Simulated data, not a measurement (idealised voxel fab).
Presented below is a process module, voxel wiring stack.
We display cut, a cross-section 275 nm in width whose square cells are each 5 nm.
We lay out every cross-section as a grid of square cells and spell it out in bands from the top down, where one band means one or more rows of cells. Band: top and bottom heights (nm) first, top before bottom; then materials from left to right, widths in nm. "full width" marks a sole material filling the band edge to edge. "air" denotes empty space. Height datum 0, below which the as-received substrate wafer is one material. Lowest band open at the bottom, running downward: "0..down". Per-row width for "30..40": begins at first number (top row of band), ends at second number (bottom row), increment between rows held constant. Where the words "nothing got changed" appear for a step, the cross-section shows no cell changed by that step; every cell remained as before. Look at "Unvented voids" for the closed voids: empty spaces with no open path to the top, sized 8 cells or up. Each is width x height at distance, distance from the left edge, all nm. Step line, after settings: the simulator's comment on this step. On any step carrying a mask, the "overlay nm" setting, if present on the step's line, tells how far right of its planned place the mask lay; negative values point to the left. In what follows, pairs of cross-sections are presented, each taken before and after one process step, with the after cross-section shown only down to the lowest band that was altered; the step, together with its settings, is stated below the pair. The pairs may stem from different runs of this module on the same starting wafer; accordingly, a pair should be taken as continuing from the one above it solely where its entry headed "Prior to step" indicates as much.
Prior to step
- 0..down | Si full width
- Unvented voids: none
Post-Step Appearance
- 10..0 | SiO2 full width
- No changes below 0.
- Unvented voids: none
The two cross-sections above are separated by a single process step, namely CONFORMAL_DEP [material SiO2] [thk nm 10]
Prior to step: carried over from the after image of the pair right above.
Post-Step Appearance
- 15..10 | TiN full width
- No changes below 10.
- Unvented voids: none
The two cross-sections above are separated by a single process step, namely DIRECTIONAL_DEP [material TiN] [thk nm 5]
Prior to step: carried over from the after image of the pair right above.
Post-Step Appearance
- 35..15 | Ru full width
- No changes below 15.
- Unvented voids: none
The two cross-sections above are separated by a single process step, namely DIRECTIONAL_DEP [material Ru] [thk nm 20]
Prior to step: carried over from the after image of the pair right above.
Post-Step Appearance
- 45..35 | aC full width
- No changes below 35.
- Unvented voids: none
The two cross-sections above are separated by a single process step, namely DIRECTIONAL_DEP [material aC] [thk nm 10]
Prior to step: carried over from the after image of the pair right above.
Post-Step Appearance
- 70..45 | air 65, resist 25, air 15, resist 25, air 15, resist 25, air 15, resist 25, air 65
- No changes below 45.
- Unvented voids: none
The two cross-sections above are separated by a single process step, namely PATTERN [tone cover] [mask id METAL_1] [material resist] [width nm 25] [pitch nm 40] [thk nm 25] [overlay nm 0]
Prior to step: carried over from the after image of the pair right above.
Post-Step Appearance
- 60..45 | air 65, resist 25, air 15, resist 25, air 15, resist 25, air 15, resist 25, air 65
- 45..35 | air 65, aC 25, air 15, aC 25, air 15, aC 25, air 15, aC 25, air 65
- No changes below 35.
- Unvented voids: none
The two cross-sections above are separated by a single process step, namely DIRECTIONAL_ETCH [etch materials aC] [depth nm 10]
Prior to step: carried over from the after image of the pair right above.
Post-Step Appearance
- 45..35 | air 65, aC 25, air 15, aC 25, air 15, aC 25, air 15, aC 25, air 65
- No changes below 35.
- Unvented voids: none
The two cross-sections above are separated by a single process step, namely STRIP [etch materials resist]
Prior to step: carried over from the after image of the pair right above.
Post-Step Appearance
- 45..35 | air 65, aC 25, air 15, aC 25, air 15, aC 25, air 15, aC 25, air 65
- 35..15 | air 65, Ru 25, air 15, Ru 25, air 15, Ru 25, air 15, Ru 25, air 65
- No changes below 15.
- Unvented voids: none
The two cross-sections above are separated by a single process step, namely DIRECTIONAL_ETCH [etch materials Ru] [depth nm 20]
Prior to step: carried over from the after image of the pair right above.
Post-Step Appearance
- 45..35 | air 65, aC 25, air 15, aC 25, air 15, aC 25, air 15, aC 25, air 65
- 35..15 | air 65, Ru 25, air 15, Ru 25, air 15, Ru 25, air 15, Ru 25, air 65
- 15..10 | air 65, TiN 25, air 15, TiN 25, air 15, TiN 25, air 15, TiN 25, air 65
- No changes below 10.
- Unvented voids: none
The two cross-sections above are separated by a single process step, namely DIRECTIONAL_ETCH [etch materials TiN] [depth nm 5]
Prior to step: carried over from the after image of the pair right above.
Post-Step Appearance
- 35..15 | air 65, Ru 25, air 15, Ru 25, air 15, Ru 25, air 15, Ru 25, air 65
- No changes below 15.
- Unvented voids: none
The two cross-sections above are separated by a single process step, namely STRIP [etch materials aC]
Prior to step: carried over from the after image of the pair right above.
Post-Step Appearance
- 40..35 | air 60, SiN 35, air 5, SiN 35, air 5, SiN 35, air 5, SiN 35, air 60
- 35..15 | air 60, SiN 5, Ru 25, SiN 5, air 5, SiN 5, Ru 25, SiN 5, air 5, SiN 5, Ru 25, SiN 5, air 5, SiN 5, Ru 25, SiN 5, air 60
- 15..10 | SiN 65, TiN 25, SiN 15, TiN 25, SiN 15, TiN 25, SiN 15, TiN 25, SiN 65
- No changes below 10.
- Unvented voids: none
The two cross-sections above are separated by a single process step, namely CONFORMAL_DEP [material SiN] [thk nm 5]
Prior to step: carried over from the after image of the pair right above.
Post-Step Appearance
- 45..40 | lowk full width
- 40..35 | lowk 60, SiN 35, lowk 5, SiN 35, lowk 5, SiN 35, lowk 5, SiN 35, lowk 60
- 35..15 | lowk 60, SiN 5, Ru 25, SiN 5, lowk 5, SiN 5, Ru 25, SiN 5, lowk 5, SiN 5, Ru 25, SiN 5, lowk 5, SiN 5, Ru 25, SiN 5, lowk 60
- No changes below 15.
- Unvented voids: none
The two cross-sections above are separated by a single process step, namely FILL_DEP [material lowk] [thk nm 5]
Prior to step: carried over from the after image of the pair right above.
Post-Step Appearance
- 35..15 | lowk 60, SiN 5, Ru 25, SiN 5, lowk 5, SiN 5, Ru 25, SiN 5, lowk 5, SiN 5, Ru 25, SiN 5, lowk 5, SiN 5, Ru 25, SiN 5, lowk 60
- No changes below 15.
- Unvented voids: none
The two cross-sections above are separated by a single process step, namely CMP [height nm 35]
Prior to step: carried over from the after image of the pair right above.
Post-Step Appearance
- 40..35 | SiCN full width
- No changes below 35.
- Unvented voids: none
The two cross-sections above are separated by a single process step, namely CONFORMAL_DEP [material SiCN] [thk nm 5]
Prior to step: carried over from the after image of the pair right above.
Post-Step Appearance
- 60..40 | lowk full width
- No changes below 40.
- Unvented voids: none
The two cross-sections above are separated by a single process step, namely DIRECTIONAL_DEP [material lowk] [thk nm 20]
Prior to step: carried over from the after image of the pair right above.
Post-Step Appearance
- 80..60 | resist 65, air 15, resist 65, air 15, resist 115
- No changes below 60.
- Unvented voids: none
The two cross-sections above are separated by a single process step, namely PATTERN [tone open] [mask id PLUG_1] [material resist] [width nm 15] [pitch nm 80] [thk nm 20] [overlay nm 0]
Prior to step: carried over from the after image of the pair right above.
Post-Step Appearance
- 80..60 | resist 65, air 15, resist 65, air 15, resist 115
- 60..40 | lowk 65, air 15, lowk 65, air 15, lowk 115
- No changes below 40.
- Unvented voids: none
The two cross-sections above are separated by a single process step, namely DIRECTIONAL_ETCH [etch materials lowk] [depth nm 20]
Prior to step: carried over from the after image of the pair right above.
Post-Step Appearance
- 80..60 | resist 65, air 15, resist 65, air 15, resist 115
- 60..40 | lowk 65, air 15, lowk 65, air 15, lowk 115
- 40..35 | SiCN 65, air 15, SiCN 65, air 15, SiCN 115
- No changes below 35.
- Unvented voids: none
The two cross-sections above are separated by a single process step, namely DIRECTIONAL_ETCH [etch materials SiCN] [depth nm 5]
Prior to step: carried over from the after image of the pair right above.
Post-Step Appearance
- 60..40 | lowk 65, air 15, lowk 65, air 15, lowk 115
- No changes below 40.
- Unvented voids: none
The two cross-sections above are separated by a single process step, namely STRIP [etch materials resist]
Prior to step: carried over from the after image of the pair right above.
Post-Step Appearance
- 60..45 | lowk 65, air 15, lowk 65, air 15, lowk 115
- 45..40 | lowk 65, Ru 15, lowk 65, Ru 15, lowk 115
- 40..35 | SiCN 65, Ru 15, SiCN 65, Ru 15, SiCN 115
- No changes below 35.
- Unvented voids: none
The two cross-sections above are separated by a single process step, namely EPI [material Ru] [thk nm 10]
Prior to step: carried over from the after image of the pair right above.
Post-Step Appearance
- 60..55 | lowk 65, air 15, lowk 65, air 15, lowk 115
- 55..40 | lowk 65, Ru 15, lowk 65, Ru 15, lowk 115
- No changes below 40.
- Unvented voids: none
The two cross-sections above are separated by a single process step, namely EPI [material Ru] [thk nm 10]
Prior to step: carried over from the after image of the pair right above.
Post-Step Appearance
- 60..40 | lowk 65, Ru 15, lowk 65, Ru 15, lowk 115
- No changes below 40.
- Unvented voids: none
The two cross-sections above are separated by a single process step, namely EPI [material Ru] [thk nm 5]
Prior to step: carried over from the after image of the pair right above.
Post-Step Appearance
- 65..60 | TiN full width
- No changes below 60.
- Unvented voids: none
The two cross-sections above are separated by a single process step, namely DIRECTIONAL_DEP [material TiN] [thk nm 5]
Prior to step: carried over from the after image of the pair right above.
Post-Step Appearance
- 90..65 | W full width
- No changes below 65.
- Unvented voids: none
The two cross-sections above are separated by a single process step, namely DIRECTIONAL_DEP [material W] [thk nm 25]
Prior to step: carried over from the after image of the pair right above.
Post-Step Appearance
- 100..90 | aC full width
- No changes below 90.
- Unvented voids: none
The two cross-sections above are separated by a single process step, namely DIRECTIONAL_DEP [material aC] [thk nm 10]
Prior to step: carried over from the after image of the pair right above.
Post-Step Appearance
- 130..100 | air 65, resist 25, air 15, resist 25, air 15, resist 25, air 15, resist 25, air 65
- No changes below 100.
- Unvented voids: none
The two cross-sections above are separated by a single process step, namely PATTERN [tone cover] [mask id METAL_2] [material resist] [width nm 25] [pitch nm 40] [thk nm 30] [overlay nm 0]
Prior to step: carried over from the after image of the pair right above.
Post-Step Appearance
- 120..100 | air 65, resist 25, air 15, resist 25, air 15, resist 25, air 15, resist 25, air 65
- 100..90 | air 65, aC 25, air 15, aC 25, air 15, aC 25, air 15, aC 25, air 65
- No changes below 90.
- Unvented voids: none
The two cross-sections above are separated by a single process step, namely DIRECTIONAL_ETCH [etch materials aC] [depth nm 10]
Prior to step: carried over from the after image of the pair right above.
Post-Step Appearance
- 100..90 | air 65, aC 25, air 15, aC 25, air 15, aC 25, air 15, aC 25, air 65
- No changes below 90.
- Unvented voids: none
The two cross-sections above are separated by a single process step, namely STRIP [etch materials resist]
Prior to step: carried over from the after image of the pair right above.
Post-Step Appearance
- 100..90 | air 65, aC 25, air 15, aC 25, air 15, aC 25, air 15, aC 25, air 65
- 90..65 | air 65, W 25, air 15, W 25, air 15, W 25, air 15, W 25, air 65
- No changes below 65.
- Unvented voids: none
The two cross-sections above are separated by a single process step, namely DIRECTIONAL_ETCH [etch materials W] [depth nm 25]
Prior to step: carried over from the after image of the pair right above.
Post-Step Appearance
- 100..90 | air 65, aC 25, air 15, aC 25, air 15, aC 25, air 15, aC 25, air 65
- 90..65 | air 65, W 25, air 15, W 25, air 15, W 25, air 15, W 25, air 65
- 65..60 | air 65, TiN 25, air 15, TiN 25, air 15, TiN 25, air 15, TiN 25, air 65
- No changes below 60.
- Unvented voids: none
The two cross-sections above are separated by a single process step, namely DIRECTIONAL_ETCH [etch materials TiN] [depth nm 5]
Prior to step: carried over from the after image of the pair right above.
Post-Step Appearance
- 90..65 | air 65, W 25, air 15, W 25, air 15, W 25, air 15, W 25, air 65
- No changes below 65.
- Unvented voids: none
The two cross-sections above are separated by a single process step, namely STRIP [etch materials aC]
Prior to step: carried over from the after image of the pair right above.
Post-Step Appearance
- 100..90 | lowk full width
- 90..65 | lowk 65, W 25, lowk 15, W 25, lowk 15, W 25, lowk 15, W 25, lowk 65
- 65..60 | lowk 65, TiN 25, lowk 15, TiN 25, lowk 15, TiN 25, lowk 15, TiN 25, lowk 65
- No changes below 60.
- Unvented voids: none
The two cross-sections above are separated by a single process step, namely FILL_DEP [material lowk] [thk nm 10]
Prior to step: carried over from the after image of the pair right above.
Post-Step Appearance
- 90..65 | lowk 65, W 25, lowk 15, W 25, lowk 15, W 25, lowk 15, W 25, lowk 65
- No changes below 65.
- Unvented voids: none
The two cross-sections above are separated by a single process step, namely CMP [height nm 90]
Prior to step: carried over from the after image of the pair right above.
Post-Step Appearance
- 95..90 | SiN full width
- No changes below 90.
- Unvented voids: none
The two cross-sections above are separated by a single process step, namely CONFORMAL_DEP [material SiN] [thk nm 5]
Prior to step
- 10..0 | SiO2 full width
- 0..down | Si full width
- Unvented voids: none
Post-Step Appearance
- 30..10 | Ru full width
- No changes below 10.
- Unvented voids: none
The two cross-sections above are separated by a single process step, namely DIRECTIONAL_DEP [material Ru] [thk nm 20]
Prior to step: carried over from the after image of the pair right above.
Post-Step Appearance
- 40..30 | aC full width
- No changes below 30.
- Unvented voids: none
The two cross-sections above are separated by a single process step, namely DIRECTIONAL_DEP [material aC] [thk nm 10]
Prior to step: carried over from the after image of the pair right above.
Post-Step Appearance
- 65..40 | air 65, resist 25, air 15, resist 25, air 15, resist 25, air 15, resist 25, air 65
- No changes below 40.
- Unvented voids: none
The two cross-sections above are separated by a single process step, namely PATTERN [tone cover] [mask id METAL_1] [material resist] [width nm 25] [pitch nm 40] [thk nm 25] [overlay nm 0]
Prior to step: carried over from the after image of the pair right above.
Post-Step Appearance
- 55..40 | air 65, resist 25, air 15, resist 25, air 15, resist 25, air 15, resist 25, air 65
- 40..30 | air 65, aC 25, air 15, aC 25, air 15, aC 25, air 15, aC 25, air 65
- No changes below 30.
- Unvented voids: none
The two cross-sections above are separated by a single process step, namely DIRECTIONAL_ETCH [etch materials aC] [depth nm 10]
Prior to step: carried over from the after image of the pair right above.
Post-Step Appearance
- 40..30 | air 65, aC 25, air 15, aC 25, air 15, aC 25, air 15, aC 25, air 65
- No changes below 30.
- Unvented voids: none
The two cross-sections above are separated by a single process step, namely STRIP [etch materials resist]
Prior to step: carried over from the after image of the pair right above.
Post-Step Appearance
- 40..30 | air 65, aC 25, air 15, aC 25, air 15, aC 25, air 15, aC 25, air 65
- 30..10 | air 65, Ru 25, air 15, Ru 25, air 15, Ru 25, air 15, Ru 25, air 65
- No changes below 10.
- Unvented voids: none
The two cross-sections above are separated by a single process step, namely DIRECTIONAL_ETCH [etch materials Ru] [depth nm 20]
Prior to step: carried over from the after image of the pair right above.
Post-Step Appearance
- 30..10 | air 65, Ru 25, air 15, Ru 25, air 15, Ru 25, air 15, Ru 25, air 65
- No changes below 10.
- Unvented voids: none
The two cross-sections above are separated by a single process step, namely STRIP [etch materials aC]
Prior to step: carried over from the after image of the pair right above.
Post-Step Appearance
- 35..30 | air 60, SiN 35, air 5, SiN 35, air 5, SiN 35, air 5, SiN 35, air 60
- 30..15 | air 60, SiN 5, Ru 25, SiN 5, air 5, SiN 5, Ru 25, SiN 5, air 5, SiN 5, Ru 25, SiN 5, air 5, SiN 5, Ru 25, SiN 5, air 60
- 15..10 | SiN 65, Ru 25, SiN 15, Ru 25, SiN 15, Ru 25, SiN 15, Ru 25, SiN 65
- No changes below 10.
- Unvented voids: none
The two cross-sections above are separated by a single process step, namely CONFORMAL_DEP [material SiN] [thk nm 5]
Prior to step: carried over from the after image of the pair right above.
Post-Step Appearance
- 40..35 | lowk full width
- 35..30 | lowk 60, SiN 35, lowk 5, SiN 35, lowk 5, SiN 35, lowk 5, SiN 35, lowk 60
- 30..15 | lowk 60, SiN 5, Ru 25, SiN 5, lowk 5, SiN 5, Ru 25, SiN 5, lowk 5, SiN 5, Ru 25, SiN 5, lowk 5, SiN 5, Ru 25, SiN 5, lowk 60
- No changes below 15.
- Unvented voids: none
The two cross-sections above are separated by a single process step, namely FILL_DEP [material lowk] [thk nm 5]
Prior to step: carried over from the after image of the pair right above.
Post-Step Appearance
- 35..30 | lowk 60, SiN 35, lowk 5, SiN 35, lowk 5, SiN 35, lowk 5, SiN 35, lowk 60
- No changes below 30.
- Unvented voids: none
The two cross-sections above are separated by a single process step, namely CMP [height nm 35]
Prior to step: carried over from the after image of the pair right above.
Post-Step Appearance
- 40..35 | SiCN full width
- No changes below 35.
- Unvented voids: none
The two cross-sections above are separated by a single process step, namely CONFORMAL_DEP [material SiCN] [thk nm 5]
Prior to step: carried over from the after image of the pair right above.
Post-Step Appearance
- 60..40 | lowk full width
- No changes below 40.
- Unvented voids: none
The two cross-sections above are separated by a single process step, namely DIRECTIONAL_DEP [material lowk] [thk nm 20]
Prior to step: carried over from the after image of the pair right above.
Post-Step Appearance
- 80..60 | resist 65, air 15, resist 65, air 15, resist 115
- No changes below 60.
- Unvented voids: none
The two cross-sections above are separated by a single process step, namely PATTERN [tone open] [mask id PLUG_1] [material resist] [width nm 15] [pitch nm 80] [thk nm 20] [overlay nm 0]
Prior to step: carried over from the after image of the pair right above.
Post-Step Appearance
- 80..60 | resist 65, air 15, resist 65, air 15, resist 115
- 60..40 | lowk 65, air 15, lowk 65, air 15, lowk 115
- No changes below 40.
- Unvented voids: none
The two cross-sections above are separated by a single process step, namely DIRECTIONAL_ETCH [etch materials lowk] [depth nm 20]
Prior to step: carried over from the after image of the pair right above.
Post-Step Appearance
- 80..60 | resist 65, air 15, resist 65, air 15, resist 115
- 60..40 | lowk 65, air 15, lowk 65, air 15, lowk 115
- 40..35 | SiCN 65, air 15, SiCN 65, air 15, SiCN 115
- No changes below 35.
- Unvented voids: none
The two cross-sections above are separated by a single process step, namely DIRECTIONAL_ETCH [etch materials SiCN] [depth nm 5]
Prior to step: carried over from the after image of the pair right above.
Post-Step Appearance
- 60..40 | lowk 65, air 15, lowk 65, air 15, lowk 115
- No changes below 40.
- Unvented voids: none
The two cross-sections above are separated by a single process step, namely STRIP [etch materials resist]
Prior to step: carried over from the after image of the pair right above.
Post-Step Appearance
- 65..60 | TiN 65, air 15, TiN 65, air 15, TiN 115
- 60..40 | lowk 65, air 15, lowk 65, air 15, lowk 115
- 40..35 | SiCN 65, TiN 15, SiCN 65, TiN 15, SiCN 115
- No changes below 35.
- Unvented voids: none
The two cross-sections above are separated by a single process step, namely DIRECTIONAL_DEP [material TiN] [thk nm 5]
Prior to step: carried over from the after image of the pair right above.
Post-Step Appearance
- 90..65 | W 65, air 15, W 65, air 15, W 115
- 65..60 | TiN 65, W 15, TiN 65, W 15, TiN 115
- 60..40 | lowk 65, W 15, lowk 65, W 15, lowk 115
- No changes below 40.
- Unvented voids: none
The two cross-sections above are separated by a single process step, namely DIRECTIONAL_DEP [material W] [thk nm 25]
Prior to step: carried over from the after image of the pair right above.
Post-Step Appearance
- 100..90 | aC 65, air 15, aC 65, air 15, aC 115
- 90..75 | W 65, air 15, W 65, air 15, W 115
- 75..65 | W 65, aC 15, W 65, aC 15, W 115
- No changes below 65.
- Unvented voids: none
The two cross-sections above are separated by a single process step, namely DIRECTIONAL_DEP [material aC] [thk nm 10]
Prior to step: carried over from the after image of the pair right above.
Post-Step Appearance
- 130..100 | air 65, resist 25, air 15, resist 25, air 15, resist 25, air 15, resist 25, air 65
- 100..90 | aC 65, resist 15, aC 65, resist 15, aC 115
- 90..75 | W 65, resist 15, W 65, resist 15, W 115
- No changes below 75.
- Unvented voids: none
The two cross-sections above are separated by a single process step, namely PATTERN [tone cover] [mask id METAL_2] [material resist] [width nm 25] [pitch nm 40] [thk nm 30] [overlay nm 0]
Prior to step: carried over from the after image of the pair right above.
Post-Step Appearance
- 120..100 | air 65, resist 25, air 15, resist 25, air 15, resist 25, air 15, resist 25, air 65
- 100..90 | air 65, resist 15, aC 10, air 15, aC 25, air 15, resist 15, aC 10, air 15, aC 25, air 65
- No changes below 90.
- Unvented voids: none
The two cross-sections above are separated by a single process step, namely DIRECTIONAL_ETCH [etch materials aC] [depth nm 10]
Prior to step: carried over from the after image of the pair right above.
Post-Step Appearance
- 100..90 | air 80, aC 10, air 15, aC 25, air 30, aC 10, air 15, aC 25, air 65
- 90..75 | W 65, air 15, W 65, air 15, W 115
- No changes below 75.
- Unvented voids: none
The two cross-sections above are separated by a single process step, namely STRIP [etch materials resist]
Prior to step: carried over from the after image of the pair right above.
Post-Step Appearance
- 100..90 | air 80, aC 10, air 15, aC 25, air 30, aC 10, air 15, aC 25, air 65
- 90..75 | air 80, W 10, air 15, W 25, air 30, W 10, air 15, W 25, air 65
- 75..65 | air 65, aC 15, W 10, air 15, W 25, air 15, aC 15, W 10, air 15, W 25, air 65
- No changes below 65.
- Unvented voids: none
The two cross-sections above are separated by a single process step, namely DIRECTIONAL_ETCH [etch materials W] [depth nm 25]
Prior to step: carried over from the after image of the pair right above.
Post-Step Appearance
- 100..90 | air 80, aC 10, air 15, aC 25, air 30, aC 10, air 15, aC 25, air 65
- 90..75 | air 80, W 10, air 15, W 25, air 30, W 10, air 15, W 25, air 65
- 75..65 | air 65, aC 15, W 10, air 15, W 25, air 15, aC 15, W 10, air 15, W 25, air 65
- 65..60 | air 65, W 15, TiN 10, air 15, TiN 25, air 15, W 15, TiN 10, air 15, TiN 25, air 65
- No changes below 60.
- Unvented voids: none
The two cross-sections above are separated by a single process step, namely DIRECTIONAL_ETCH [etch materials TiN] [depth nm 5]
Prior to step: carried over from the after image of the pair right above.
Post-Step Appearance
- 90..65 | air 80, W 10, air 15, W 25, air 30, W 10, air 15, W 25, air 65
- No changes below 65.
- Unvented voids: none
The two cross-sections above are separated by a single process step, namely STRIP [etch materials aC]
Prior to step: carried over from the after image of the pair right above.
Post-Step Appearance
- 100..90 | lowk full width
- 90..65 | lowk 80, W 10, lowk 15, W 25, lowk 30, W 10, lowk 15, W 25, lowk 65
- 65..60 | lowk 65, W 15, TiN 10, lowk 15, TiN 25, lowk 15, W 15, TiN 10, lowk 15, TiN 25, lowk 65
- No changes below 60.
- Unvented voids: none
The two cross-sections above are separated by a single process step, namely FILL_DEP [material lowk] [thk nm 10]
Prior to step: carried over from the after image of the pair right above.
Post-Step Appearance
- 90..65 | lowk 80, W 10, lowk 15, W 25, lowk 30, W 10, lowk 15, W 25, lowk 65
- No changes below 65.
- Unvented voids: none
The two cross-sections above are separated by a single process step, namely CMP [height nm 90]
Prior to step: carried over from the after image of the pair right above.
Post-Step Appearance
- 95..90 | SiN full width
- No changes below 90.
- Unvented voids: none
The two cross-sections above are separated by a single process step, namely CONFORMAL_DEP [material SiN] [thk nm 5]
Prior to step
- 60..40 | lowk full width
- 40..35 | SiCN full width
- 35..15 | lowk 60, SiN 5, Ru 25, SiN 5, lowk 5, SiN 5, Ru 25, SiN 5, lowk 5, SiN 5, Ru 25, SiN 5, lowk 5, SiN 5, Ru 25, SiN 5, lowk 60
- 15..10 | SiN 65, TiN 25, SiN 15, TiN 25, SiN 15, TiN 25, SiN 15, TiN 25, SiN 65
- 10..0 | SiO2 full width
- 0..down | Si full width
- Unvented voids: none
Post-Step Appearance
- 80..40 | lowk full width
- No changes below 40.
- Unvented voids: none
The two cross-sections above are separated by a single process step, namely DIRECTIONAL_DEP [material lowk] [thk nm 20]
Prior to step: carried over from the after image of the pair right above.
Post-Step Appearance
- 100..80 | resist 65, air 15, resist 65, air 15, resist 115
- No changes below 80.
- Unvented voids: none
The two cross-sections above are separated by a single process step, namely PATTERN [tone open] [mask id PLUG_1] [material resist] [width nm 15] [pitch nm 80] [thk nm 20] [overlay nm 0]
Prior to step: carried over from the after image of the pair right above.
Post-Step Appearance
- 100..80 | resist 65, air 15, resist 65, air 15, resist 115
- 80..60 | lowk 65, air 15, lowk 65, air 15, lowk 115
- No changes below 60.
- Unvented voids: none
The two cross-sections above are separated by a single process step, namely DIRECTIONAL_ETCH [etch materials lowk] [depth nm 20]
Prior to step: carried over from the after image of the pair right above.
Post-Step Appearance
- 80..60 | lowk 65, air 15, lowk 65, air 15, lowk 115
- No changes below 60.
- Unvented voids: none
The two cross-sections above are separated by a single process step, namely STRIP [etch materials resist]
Prior to step: carried over from the after image of the pair right above.
Post-Step Appearance
- 85..80 | TiN 65, air 15, TiN 65, air 15, TiN 115
- 80..65 | lowk 65, air 15, lowk 65, air 15, lowk 115
- 65..60 | lowk 65, TiN 15, lowk 65, TiN 15, lowk 115
- No changes below 60.
- Unvented voids: none
The two cross-sections above are separated by a single process step, namely DIRECTIONAL_DEP [material TiN] [thk nm 5]
Prior to step: carried over from the after image of the pair right above.
Post-Step Appearance
- 110..90 | W 65, air 15, W 65, air 15, W 115
- 90..85 | W full width
- 85..80 | TiN 65, W 15, TiN 65, W 15, TiN 115
- 80..65 | lowk 65, W 15, lowk 65, W 15, lowk 115
- No changes below 65.
- Unvented voids: none
The two cross-sections above are separated by a single process step, namely DIRECTIONAL_DEP [material W] [thk nm 25]
Prior to step: carried over from the after image of the pair right above.
Post-Step Appearance
- 120..110 | aC 65, air 15, aC 65, air 15, aC 115
- 110..100 | W 65, air 15, W 65, air 15, W 115
- 100..90 | W 65, aC 15, W 65, aC 15, W 115
- No changes below 90.
- Unvented voids: none
The two cross-sections above are separated by a single process step, namely DIRECTIONAL_DEP [material aC] [thk nm 10]
Prior to step: carried over from the after image of the pair right above.
Post-Step Appearance
- 150..120 | air 65, resist 25, air 15, resist 25, air 15, resist 25, air 15, resist 25, air 65
- 120..110 | aC 65, resist 15, aC 65, resist 15, aC 115
- 110..100 | W 65, resist 15, W 65, resist 15, W 115
- No changes below 100.
- Unvented voids: none
The two cross-sections above are separated by a single process step, namely PATTERN [tone cover] [mask id METAL_2] [material resist] [width nm 25] [pitch nm 40] [thk nm 30] [overlay nm 0]
Prior to step: carried over from the after image of the pair right above.
Post-Step Appearance
- 140..120 | air 65, resist 25, air 15, resist 25, air 15, resist 25, air 15, resist 25, air 65
- 120..110 | air 65, resist 15, aC 10, air 15, aC 25, air 15, resist 15, aC 10, air 15, aC 25, air 65
- No changes below 110.
- Unvented voids: none
The two cross-sections above are separated by a single process step, namely DIRECTIONAL_ETCH [etch materials aC] [depth nm 10]
Prior to step: carried over from the after image of the pair right above.
Post-Step Appearance
- 120..110 | air 80, aC 10, air 15, aC 25, air 30, aC 10, air 15, aC 25, air 65
- 110..100 | W 65, air 15, W 65, air 15, W 115
- No changes below 100.
- Unvented voids: none
The two cross-sections above are separated by a single process step, namely STRIP [etch materials resist]
Prior to step: carried over from the after image of the pair right above.
Post-Step Appearance
- 120..110 | air 80, aC 10, air 15, aC 25, air 30, aC 10, air 15, aC 25, air 65
- 110..100 | air 80, W 10, air 15, W 25, air 30, W 10, air 15, W 25, air 65
- 100..90 | air 65, aC 15, W 10, air 15, W 25, air 15, aC 15, W 10, air 15, W 25, air 65
- 90..85 | air 65, W 25, air 15, W 25, air 15, W 25, air 15, W 25, air 65
- No changes below 85.
- Unvented voids: none
The two cross-sections above are separated by a single process step, namely DIRECTIONAL_ETCH [etch materials W] [depth nm 25]
Prior to step: carried over from the after image of the pair right above.
Post-Step Appearance
- 120..110 | air 80, aC 10, air 15, aC 25, air 30, aC 10, air 15, aC 25, air 65
- 110..100 | air 80, W 10, air 15, W 25, air 30, W 10, air 15, W 25, air 65
- 100..90 | air 65, aC 15, W 10, air 15, W 25, air 15, aC 15, W 10, air 15, W 25, air 65
- 90..85 | air 65, W 25, air 15, W 25, air 15, W 25, air 15, W 25, air 65
- 85..80 | air 65, W 15, TiN 10, air 15, TiN 25, air 15, W 15, TiN 10, air 15, TiN 25, air 65
- No changes below 80.
- Unvented voids: none
The two cross-sections above are separated by a single process step, namely DIRECTIONAL_ETCH [etch materials TiN] [depth nm 5]
Prior to step: carried over from the after image of the pair right above.
Post-Step Appearance
- 110..90 | air 80, W 10, air 15, W 25, air 30, W 10, air 15, W 25, air 65
- No changes below 90.
- Unvented voids: none
The two cross-sections above are separated by a single process step, namely STRIP [etch materials aC]
Prior to step: carried over from the after image of the pair right above.
Post-Step Appearance
- 120..110 | lowk full width
- 110..90 | lowk 80, W 10, lowk 15, W 25, lowk 30, W 10, lowk 15, W 25, lowk 65
- 90..85 | lowk 65, W 25, lowk 15, W 25, lowk 15, W 25, lowk 15, W 25, lowk 65
- 85..80 | lowk 65, W 15, TiN 10, lowk 15, TiN 25, lowk 15, W 15, TiN 10, lowk 15, TiN 25, lowk 65
- No changes below 80.
- Unvented voids: none
The two cross-sections above are separated by a single process step, namely FILL_DEP [material lowk] [thk nm 10]
Prior to step: carried over from the after image of the pair right above.
Post-Step Appearance
- 90..85 | lowk 65, W 25, lowk 15, W 25, lowk 15, W 25, lowk 15, W 25, lowk 65
- No changes below 85.
- Unvented voids: none
The two cross-sections above are separated by a single process step, namely CMP [height nm 90]
Prior to step: carried over from the after image of the pair right above.
Post-Step Appearance
- 95..90 | SiN full width
- No changes below 90.
- Unvented voids: none
The two cross-sections above are separated by a single process step, namely CONFORMAL_DEP [material SiN] [thk nm 5]
Prior to step
- 0..down | Si full width
- Unvented voids: none
Post-Step Appearance
- 5..0 | TiN full width
- No changes below 0.
- Unvented voids: none
The two cross-sections above are separated by a single process step, namely DIRECTIONAL_DEP [material TiN] [thk nm 5]
Prior to step: carried over from the after image of the pair right above.
Post-Step Appearance
- 15..5 | SiO2 full width
- No changes below 5.
- Unvented voids: none
The two cross-sections above are separated by a single process step, namely CONFORMAL_DEP [material SiO2] [thk nm 10]
Prior to step: carried over from the after image of the pair right above.
Post-Step Appearance
- 35..15 | Ru full width
- No changes below 15.
- Unvented voids: none
The two cross-sections above are separated by a single process step, namely DIRECTIONAL_DEP [material Ru] [thk nm 20]
Prior to step: carried over from the after image of the pair right above.
Post-Step Appearance
- 45..35 | aC full width
- No changes below 35.
- Unvented voids: none
The two cross-sections above are separated by a single process step, namely DIRECTIONAL_DEP [material aC] [thk nm 10]
Prior to step: carried over from the after image of the pair right above.
Post-Step Appearance
- 70..45 | air 65, resist 25, air 15, resist 25, air 15, resist 25, air 15, resist 25, air 65
- No changes below 45.
- Unvented voids: none
The two cross-sections above are separated by a single process step, namely PATTERN [tone cover] [mask id METAL_1] [material resist] [width nm 25] [pitch nm 40] [thk nm 25] [overlay nm 0]
Prior to step: carried over from the after image of the pair right above.
Post-Step Appearance
- 60..45 | air 65, resist 25, air 15, resist 25, air 15, resist 25, air 15, resist 25, air 65
- 45..35 | air 65, aC 25, air 15, aC 25, air 15, aC 25, air 15, aC 25, air 65
- No changes below 35.
- Unvented voids: none
The two cross-sections above are separated by a single process step, namely DIRECTIONAL_ETCH [etch materials aC] [depth nm 10]
Prior to step: carried over from the after image of the pair right above.
Post-Step Appearance
- 45..35 | air 65, aC 25, air 15, aC 25, air 15, aC 25, air 15, aC 25, air 65
- No changes below 35.
- Unvented voids: none
The two cross-sections above are separated by a single process step, namely STRIP [etch materials resist]
